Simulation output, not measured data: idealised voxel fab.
Title: Process Module voxel ribs on slabs
The cross-section shown here is cut; it is 150 nm wide and divided into square cells measuring 5 nm on a side.
Cross-section spec: square-cell grid; bands listed top down; each band is one or more rows.
What a band's entry tells you: where the top is and where the bottom is, as heights in nm, and after that what lies inside, material by material from left to right, each with its width in nm. Empty space is written as the word "air", and a single material marked with the word "edge to edge" occupies the band from edge to edge.
The reference from which all heights are counted is 0, the level beneath which the as-received wafer is entirely one material; the lowest band, having no lower bound, proceeds downward and is written after the example "0 -> down".
The notation "30->40" denotes a width that varies across the rows of cells in the band, beginning at the first number in the top row, finishing at the second number in the bottom row, and changing by an identical amount from each row to the next.
When a step is marked "no change", none of the cells in the cross-section changed during that step.
Sealed voids: empty space of 8 cells or more with no open way to the top, each as width x height at its distance from the left edge, in nm
Formally, on a step line, whatever follows the settings is a remark that the simulator itself makes on the step.
overlay nm: for a step with a mask, the amount by which the mask lay right of where it was planned; a negative amount means left of it.
### This section lists the process steps that were planned
1 RECEIVE,material Si
2 DIRECTIONAL_DEP,material SiO2,thk nm 25
3 DIRECTIONAL_DEP,material polySi,thk nm 25
4 MASKED_ETCH,tone cover,mask id RIB,width nm 20,etch materials polySi,depth nm 5,overlay nm 0
5 MASKED_ETCH,tone cover,mask id SLAB,width nm 50,etch materials polySi,depth nm 20,overlay nm 0
6 FILL_DEP,material SiO2,thk nm 25
7 CMP,height nm 65
8 DIRECTIONAL_DEP,material W,thk nm 5
9 DIRECTIONAL_DEP,material aC,thk nm 10
10 PATTERN,tone cover,mask id HEATER,material resist,width nm 30,thk nm 25,overlay nm 0
11 DIRECTIONAL_ETCH,etch materials aC,depth nm 10
12 STRIP,etch materials resist
13 DIRECTIONAL_ETCH,etch materials W,depth nm 5
14 STRIP,etch materials aC
15 CONFORMAL_DEP,material SiN,thk nm 5
### First of the two wafers, run per plan
### Cross-section, incoming material, after step 1
  0 -> down  Si edge to edge
  Sealed voids: none
### Wafer section view after processing step 2
  25 -> 0  SiO2 edge to edge
  Anything lower than 0 is untouched.
### Wafer section view after processing step 3
  50 -> 25  polySi edge to edge
  Anything lower than 25 is untouched.
### Wafer section view after processing step 4
  50 -> 45  65 nm air; 20 nm polySi; 65 nm air
  Anything lower than 45 is untouched.
### Wafer section view after processing step 5
  50 -> 45  65 nm air; 20 nm polySi; 65 nm air
  45 -> 25  50 nm air; 50 nm polySi; 50 nm air
  Anything lower than 25 is untouched.
### Wafer section view after processing step 6
  75 -> 50  SiO2 edge to edge
  50 -> 45  65 nm SiO2; 20 nm polySi; 65 nm SiO2
  45 -> 25  50 nm SiO2; 50 nm polySi; 50 nm SiO2
  Anything lower than 25 is untouched.
### Wafer section view after processing step 7
  65 -> 50  SiO2 edge to edge
  Anything lower than 50 is untouched.
### Wafer section view after processing step 8
  70 -> 65  W edge to edge
  Anything lower than 65 is untouched.
### Wafer section view after processing step 9
  80 -> 70  aC edge to edge
  Anything lower than 70 is untouched.
### Wafer section view after processing step 10
  105 -> 80  60 nm air; 30 nm resist; 60 nm air
  Anything lower than 80 is untouched.
### Wafer section view after processing step 11
  95 -> 80  60 nm air; 30 nm resist; 60 nm air
  80 -> 70  60 nm air; 30 nm aC; 60 nm air
  Anything lower than 70 is untouched.
### Wafer section view after processing step 12
  80 -> 70  60 nm air; 30 nm aC; 60 nm air
  Anything lower than 70 is untouched.
### Wafer section view after processing step 13
  80 -> 70  60 nm air; 30 nm aC; 60 nm air
  70 -> 65  60 nm air; 30 nm W; 60 nm air
  Anything lower than 65 is untouched.
### Wafer section view after processing step 14
  70 -> 65  60 nm air; 30 nm W; 60 nm air
  Anything lower than 65 is untouched.
### Wafer section view after processing step 15
  75 -> 70  55 nm air; 40 nm SiN; 55 nm air
  70 -> 65  60 nm SiN; 30 nm W; 60 nm SiN
  Anything lower than 65 is untouched.
### Second wafer: same start and same plan as the first, one execution error; identical to the first through step 2
### Cross-section of the second wafer when, according to plan, step 3 should have finished
  50 -> 25  aC edge to edge
  Anything lower than 25 is untouched.
Cross-section of the second wafer when, according to plan, step 4 should have finished: no change
Cross-section of the second wafer when, according to plan, step 5 should have finished: no change
### Cross-section of the second wafer when, according to plan, step 6 should have finished
  75 -> 50  SiO2 edge to edge
  Anything lower than 50 is untouched.
### Cross-section of the second wafer when, according to plan, step 7 should have finished
  65 -> 50  SiO2 edge to edge
  Anything lower than 50 is untouched.
### Cross-section of the second wafer when, according to plan, step 8 should have finished
  70 -> 65  W edge to edge
  Anything lower than 65 is untouched.
### Cross-section of the second wafer when, according to plan, step 9 should have finished
  80 -> 70  aC edge to edge
  Anything lower than 70 is untouched.
### Cross-section of the second wafer when, according to plan, step 10 should have finished
  105 -> 80  60 nm air; 30 nm resist; 60 nm air
  Anything lower than 80 is untouched.
### Cross-section of the second wafer when, according to plan, step 11 should have finished
  95 -> 80  60 nm air; 30 nm resist; 60 nm air
  80 -> 70  60 nm air; 30 nm aC; 60 nm air
  Anything lower than 70 is untouched.
### Cross-section of the second wafer when, according to plan, step 12 should have finished
  80 -> 70  60 nm air; 30 nm aC; 60 nm air
  Anything lower than 70 is untouched.
### Cross-section of the second wafer when, according to plan, step 13 should have finished
  80 -> 70  60 nm air; 30 nm aC; 60 nm air
  70 -> 65  60 nm air; 30 nm W; 60 nm air
  Anything lower than 65 is untouched.
### Cross-section of the second wafer when, according to plan, step 14 should have finished
  70 -> 65  60 nm air; 30 nm W; 60 nm air
  Anything lower than 65 is untouched.
### Cross-section of the second wafer when, according to plan, step 15 should have finished
  75 -> 70  55 nm air; 40 nm SiN; 55 nm air
  70 -> 65  60 nm SiN; 30 nm W; 60 nm SiN
  Anything lower than 65 is untouched.
What was done differently from what was planned? planned and actual differ for step 3; actual: DIRECTIONAL_DEP,material aC,thk nm 25
Upon completion, the second wafer contains, in terms of cells, a greater or smaller amount of certain materials than the first wafer: -106 SiO2 | +150 aC | -44 polySi
